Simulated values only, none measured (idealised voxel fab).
Title: Process Module voxel fin reveal
For reference, the cross-section in this document is cut, with width 200 nm and square cells of 5 nm.
Reading order for cross-sections: top band down to bottom band. Underlying form: a grid of square cells. Band size: one or more rows of cells.
In this notation a band is specified by the heights of its top and bottom, in that order and in nm, after which its materials appear from left to right, each paired with its width in nm. The word "everywhere" attached to a single material means that material fills the band from edge to edge; the word "empty" stands for empty space.
Measure heights from 0. That's the level where, below it, the as-received wafer is all one material. The lowest band is bottomless and extends downward; write it as in "0 down".
So if you see something like "30..40" for the width, read it as the top row of the band sitting at the first number and the bottom row at the second, with every row in between moving by the same amount as the last.
A step reported as "nothing was modified" is a step in which no cell of the cross-section changed.
The label "Closed-off voids" introduces a list of the empty spaces, 8 cells or larger, that have no open way up to the top; each entry in it reads width x height at distance, where the distance is taken from the left edge and all three are stated in nm.
Anything after a step's settings on that line? It's the simulator's own note about the step.
The "overlay nm" setting may appear on a step's line; for a step that uses a mask, it gives how far to the right of its planned position the mask lay, and a negative value indicates the left.

Planned process steps:
1. RECEIVE, material Si
2. CONFORMAL_DEP, material SiN, thk nm 5
3. PATTERN, tone cover, mask id FINS, material resist, width nm 15, pitch nm 45, thk nm 20, overlay nm 0
4. DIRECTIONAL_ETCH, etch materials SiN, depth nm 5
5. DIRECTIONAL_ETCH, etch materials Si, depth nm 35
6. STRIP, etch materials resist
7. FILL_DEP, material SiO2, thk nm 5
8. CMP, height nm 5
9. SELECTIVE_ETCH, etch materials SiO2, depth nm 20
10. STRIP, etch materials SiN
11. CONFORMAL_DEP, material HfO2, thk nm 5

First out of two wafers; run went to plan:

Step 1 complete: cross-section of the wafer as received:
    0 down  Si everywhere
    Closed-off voids: none

The following cross-section depicts the wafer upon completion of step 2:
    5 to 0  SiN everywhere
    Below 0 it's all the same as before, nothing changed down there.

The following cross-section depicts the wafer upon completion of step 3:
    25 to 5  empty: 70 / resist: 15 / empty: 30 / resist: 15 / empty: 70
    Below 5 it's all the same as before, nothing changed down there.

The following cross-section depicts the wafer upon completion of step 4:
    25 to 5  empty: 70 / resist: 15 / empty: 30 / resist: 15 / empty: 70
    5 to 0  empty: 70 / SiN: 15 / empty: 30 / SiN: 15 / empty: 70
    Below 0 it's all the same as before, nothing changed down there.

The following cross-section depicts the wafer upon completion of step 5:
    25 to 5  empty: 70 / resist: 15 / empty: 30 / resist: 15 / empty: 70
    5 to 0  empty: 70 / SiN: 15 / empty: 30 / SiN: 15 / empty: 70
    0 to -35  empty: 70 / Si: 15 / empty: 30 / Si: 15 / empty: 70
    Below -35 it's all the same as before, nothing changed down there.

The following cross-section depicts the wafer upon completion of step 6:
    5 to 0  empty: 70 / SiN: 15 / empty: 30 / SiN: 15 / empty: 70
    Below 0 it's all the same as before, nothing changed down there.

The following cross-section depicts the wafer upon completion of step 7:
    10 to 5  SiO2 everywhere
    5 to 0  SiO2: 70 / SiN: 15 / SiO2: 30 / SiN: 15 / SiO2: 70
    0 to -35  SiO2: 70 / Si: 15 / SiO2: 30 / Si: 15 / SiO2: 70
    Below -35 it's all the same as before, nothing changed down there.

The following cross-section depicts the wafer upon completion of step 8:
    5 to 0  SiO2: 70 / SiN: 15 / SiO2: 30 / SiN: 15 / SiO2: 70
    Below 0 it's all the same as before, nothing changed down there.

The following cross-section depicts the wafer upon completion of step 9:
    5 to 0  empty: 70 / SiN: 15 / empty: 30 / SiN: 15 / empty: 70
    0 to -15  empty: 70 / Si: 15 / empty: 30 / Si: 15 / empty: 70
    Below -15 it's all the same as before, nothing changed down there.

The following cross-section depicts the wafer upon completion of step 10:
    0 to -15  empty: 70 / Si: 15 / empty: 30 / Si: 15 / empty: 70
    Below -15 it's all the same as before, nothing changed down there.

The following cross-section depicts the wafer upon completion of step 11:
    5 to 0  empty: 65 / HfO2: 25 / empty: 20 / HfO2: 25 / empty: 65
    0 to -10  empty: 65 / HfO2: 5 / Si: 15 / HfO2: 5 / empty: 20 / HfO2: 5 / Si: 15 / HfO2: 5 / empty: 65
    -10 to -15  HfO2: 70 / Si: 15 / HfO2: 30 / Si: 15 / HfO2: 70
    Below -15 it's all the same as before, nothing changed down there.

The remaining wafer, second of the two, started like the first and was run to the same plan, except that one mistake was made along the way; the two coincide through step 10, inclusive:

Cross-section: second wafer, time at which step 11 was scheduled to end:
    5 to 0  empty: 65 / SiN: 25 / empty: 20 / SiN: 25 / empty: 65
    0 to -10  empty: 65 / SiN: 5 / Si: 15 / SiN: 5 / empty: 20 / SiN: 5 / Si: 15 / SiN: 5 / empty: 65
    -10 to -15  SiN: 70 / Si: 15 / SiN: 30 / Si: 15 / SiN: 70
    Below -15 it's all the same as before, nothing changed down there.
Against the plan, the run slipped here: rather than as planned, step 11 actually ran as CONFORMAL_DEP, material SiN, thk nm 5
Heads up, by the end the second wafer has more or fewer cells of some materials compared to the first: HfO2: 52 fewer; SiN: 52 more
